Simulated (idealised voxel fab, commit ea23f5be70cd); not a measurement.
process module | voxel wiring stack
cross-section cut | 205 nm wide | cells 5 nm
A cross-section is a grid of square cells, given in bands from the top down. A band is one or more rows of cells.
Each band's line starts with the height of the band's top and of its bottom, in nm. Then come its materials from left to right, each with its width in nm. One material with "throughout" fills the band from edge to edge. "air" is empty space.
Height 0 is the level under which the wafer as received is all one material. The lowest band goes on downwards, as in "0 down".
A width such as "30 to 40" changes by the same amount from each row of cells to the next, from the band's top row to its bottom row.
"no change" after a step means that no cell of the cross-section changed.
closed voids: empty space of 8 cells or more with no open way to the top, each as width x height at its distance from the left edge, in nm
after a step's settings: what the simulator itself notes on the step
overlay nm, on a step with a mask: how far to the right of its planned place the mask lay; to the left if negative
plan
1 op RECEIVE | material Si
2 op CONFORMAL_DEP | material SiO2 | thk nm 15
3 op DIRECTIONAL_DEP | material TiN | thk nm 5
4 op DIRECTIONAL_DEP | material W | thk nm 25
5 op DIRECTIONAL_DEP | material aC | thk nm 15
6 op PATTERN | tone cover | mask id METAL_1 | material resist | width nm 20 | pitch nm 40 | thk nm 30 | overlay nm 0
7 op DIRECTIONAL_ETCH | etch materials aC | depth nm 15
8 op STRIP | etch materials resist
9 op DIRECTIONAL_ETCH | etch materials W | depth nm 25
10 op DIRECTIONAL_ETCH | etch materials TiN | depth nm 5
11 op STRIP | etch materials aC
12 op CONFORMAL_DEP | material SiCN | thk nm 5
13 op FILL_DEP | material SiO2 | thk nm 5
14 op CMP | height nm 45
15 op CONFORMAL_DEP | material SiCN | thk nm 5
16 op DIRECTIONAL_DEP | material lowk | thk nm 30
17 op MASKED_ETCH | tone open | mask id METAL_2_HOLES | width nm 15 | pitch nm 80 | etch materials lowk | depth nm 30 | overlay nm 0
18 op PATTERN | tone open | mask id METAL_2 | material resist | width nm 20 | pitch nm 40 | thk nm 20 | overlay nm 0
19 op DIRECTIONAL_ETCH | etch materials lowk | depth nm 15
20 op DIRECTIONAL_ETCH | etch materials SiCN | depth nm 5
21 op STRIP | etch materials resist
22 op CONFORMAL_DEP | material TiN | thk nm 5
23 op FILL_DEP | material Cu | thk nm 5
24 op CMP | height nm 80
25 op CONFORMAL_DEP | material SiCN | thk nm 5
26 op DIRECTIONAL_DEP | material SiO2 | thk nm 30
27 op MASKED_ETCH | tone open | mask id METAL_3 | width nm 20 | pitch nm 40 | etch materials SiO2 | depth nm 15 | overlay nm 0
28 op MASKED_ETCH | tone open | mask id METAL_3_HOLES | width nm 15 | pitch nm 80 | etch materials SiO2 | depth nm 15 | overlay nm 0
29 op MASKED_ETCH | tone open | mask id METAL_3_HOLES | width nm 15 | pitch nm 80 | etch materials SiCN | depth nm 5 | overlay nm 0
30 op CONFORMAL_DEP | material TiN | thk nm 5
31 op FILL_DEP | material Ru | thk nm 5
32 op CMP | height nm 115
33 op CONFORMAL_DEP | material SiCN | thk nm 5
34 op DIRECTIONAL_DEP | material SiO2 | thk nm 25
35 op MASKED_ETCH | tone open | mask id METAL_4 | width nm 20 | pitch nm 40 | etch materials SiO2 | depth nm 15 | overlay nm 0
36 op PATTERN | tone open | mask id METAL_4_HOLES | material resist | width nm 15 | pitch nm 80 | thk nm 20 | overlay nm 0
37 op DIRECTIONAL_ETCH | etch materials SiO2 | depth nm 10
38 op DIRECTIONAL_ETCH | etch materials SiCN | depth nm 5
39 op STRIP | etch materials resist
40 op CONFORMAL_DEP | material TiN | thk nm 5
41 op FILL_DEP | material Ru | thk nm 10
42 op CMP | height nm 145
43 op CONFORMAL_DEP | material SiN | thk nm 5
as received, after step 1
  0 down: Si throughout
  closed voids: none
a wafer at the end: this start, this plan, one mistake
  150 to 145: SiN throughout
  145 to 135: SiO2 25 | TiN 5 | Ru 10 | TiN 5 | SiO2 20 | TiN 5 | Ru 10 | TiN 5 | SiO2 20 | TiN 5 | Ru 10 | TiN 5 | SiO2 20 | TiN 5 | Ru 10 | TiN 5 | SiO2 40
  135 to 130: SiO2 25 | TiN 10 | Ru 5 | TiN 5 | SiO2 20 | TiN 20 | SiO2 20 | TiN 10 | Ru 5 | TiN 5 | SiO2 20 | TiN 20 | SiO2 40
  130 to 120: SiO2 30 | TiN 5 | Ru 5 | TiN 5 | SiO2 65 | TiN 5 | Ru 5 | TiN 5 | SiO2 80
  120 to 115: SiCN 30 | TiN 15 | SiCN 65 | TiN 15 | SiCN 80
  115 to 105: SiO2 30 | TiN 5 | Ru 10 | TiN 5 | SiO2 20 | TiN 5 | Ru 10 | TiN 5 | SiO2 20 | TiN 5 | Ru 10 | TiN 5 | SiO2 20 | TiN 5 | Ru 10 | TiN 5 | SiO2 35
  105 to 100: SiO2 30 | TiN 5 | Ru 5 | TiN 10 | SiO2 20 | TiN 20 | SiO2 20 | TiN 5 | Ru 5 | TiN 10 | SiO2 20 | TiN 20 | SiO2 35
  100 to 85: SiO2 30 | TiN 5 | Ru 5 | TiN 5 | SiO2 65 | TiN 5 | Ru 5 | TiN 5 | SiO2 80
  85 to 80: SiCN 30 | TiN 15 | SiCN 65 | TiN 15 | SiCN 80
  80 to 70: lowk 30 | TiN 5 | Cu 10 | TiN 5 | lowk 20 | TiN 5 | Cu 10 | TiN 5 | lowk 20 | TiN 5 | Cu 10 | TiN 5 | lowk 20 | TiN 5 | Cu 10 | TiN 5 | lowk 35
  70 to 65: lowk 30 | TiN 5 | Cu 5 | TiN 10 | lowk 20 | TiN 20 | lowk 20 | TiN 5 | Cu 5 | TiN 10 | lowk 20 | TiN 20 | lowk 35
  65 to 50: lowk 30 | TiN 5 | Cu 5 | TiN 5 | lowk 65 | TiN 5 | Cu 5 | TiN 5 | lowk 80
  50 to 45: SiCN 30 | TiN 15 | SiCN 65 | TiN 15 | SiCN 80
  45 to 20: SiO2 25 | SiCN 5 | W 20 | SiCN 5 | SiO2 10 | SiCN 5 | W 20 | SiCN 5 | SiO2 10 | SiCN 5 | W 20 | SiCN 5 | SiO2 10 | SiCN 5 | W 20 | SiCN 5 | SiO2 30
  20 to 15: SiCN 30 | TiN 20 | SiCN 20 | TiN 20 | SiCN 20 | TiN 20 | SiCN 20 | TiN 20 | SiCN 35
  15 to 0: SiO2 throughout
  0 down: Si throughout
  closed voids: none
what went wrong: step 35 ran as: op MASKED_ETCH | tone open | mask id METAL_4 | width nm 20 | pitch nm 40 | etch materials SiO2 | depth nm 15 | overlay nm -5
